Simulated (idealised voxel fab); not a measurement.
process module | voxel ribs on slabs
cross-section cut | 190 nm wide | cells 5 nm
A cross-section is a grid of square cells, given in bands from the top down. A band is one or more rows of cells.
Each band's line starts with the height of the band's top and of its bottom, in nm. Then come its materials from left to right, each with its width in nm. One material with "throughout" fills the band from edge to edge. "air" is empty space.
Height 0 is the level under which the wafer as received is all one material. The lowest band goes on downwards, as in "0 down".
A width such as "30 to 40" changes by the same amount from each row of cells to the next, from the band's top row to its bottom row.
"no change" after a step means that no cell of the cross-section changed.
closed voids: empty space of 8 cells or more with no open way to the top, each as width x height at its distance from the left edge, in nm
after a step's settings: what the simulator itself notes on the step
overlay nm, on a step with a mask: how far to the right of its planned place the mask lay; to the left if negative
plan
1 op RECEIVE | material Si
2 op DIRECTIONAL_DEP | material SiO2 | thk nm 30
3 op DIRECTIONAL_DEP | material polySi | thk nm 15
4 op MASKED_ETCH | tone cover | mask id RIB | width nm 25 | etch materials polySi | depth nm 10 | overlay nm 0
5 op MASKED_ETCH | tone cover | mask id SLAB | width nm 65 | etch materials polySi | depth nm 5 | overlay nm 0
6 op FILL_DEP | material SiO2 | thk nm 15
7 op CMP | height nm 55
8 op DIRECTIONAL_DEP | material TiN | thk nm 10
9 op PATTERN | tone cover | mask id HEATER | material resist | width nm 35 | thk nm 15 | overlay nm 0
10 op DIRECTIONAL_ETCH | etch materials TiN | depth nm 10
11 op STRIP | etch materials resist
12 op CONFORMAL_DEP | material SiN | thk nm 10
first wafer, as planned
as received, after step 1
  0 down: Si throughout
  closed voids: none
after step 2
  30 to 0: SiO2 throughout
  below 0: unchanged
after step 3
  45 to 30: polySi throughout
  below 30: unchanged
after step 4
  45 to 35: air 80 | polySi 25 | air 85
  below 35: unchanged
after step 5
  45 to 35: air 80 | polySi 25 | air 85
  35 to 30: air 60 | polySi 65 | air 65
  below 30: unchanged
after step 6
  60 to 45: SiO2 throughout
  45 to 35: SiO2 80 | polySi 25 | SiO2 85
  35 to 30: SiO2 60 | polySi 65 | SiO2 65
  below 30: unchanged
after step 7
  55 to 45: SiO2 throughout
  below 45: unchanged
after step 8
  65 to 55: TiN throughout
  below 55: unchanged
after step 9
  80 to 65: air 75 | resist 35 | air 80
  below 65: unchanged
after step 10
  80 to 65: air 75 | resist 35 | air 80
  65 to 55: air 75 | TiN 35 | air 80
  below 55: unchanged
after step 11
  65 to 55: air 75 | TiN 35 | air 80
  below 55: unchanged
after step 12
  75 to 65: air 65 | SiN 55 | air 70
  65 to 55: SiN 75 | TiN 35 | SiN 80
  below 55: unchanged
second wafer: like start, like plan, one mistake. Through step 7 it matches the first wafer
when step 8 should have ended
  70 to 55: TiN throughout
  below 55: unchanged
when step 9 should have ended
  85 to 70: air 75 | resist 35 | air 80
  below 70: unchanged
when step 10 should have ended
  85 to 70: air 75 | resist 35 | air 80
  70 to 60: air 75 | TiN 35 | air 80
  below 60: unchanged
when step 11 should have ended
  70 to 60: air 75 | TiN 35 | air 80
  below 60: unchanged
when step 12 should have ended
  80 to 70: air 65 | SiN 55 | air 70
  70 to 60: SiN 75 | TiN 35 | SiN 80
  below 60: unchanged
what went wrong: step 8 ran as: op DIRECTIONAL_DEP | material TiN | thk nm 15
at the end the second wafer has, in cells: 38 more of TiN
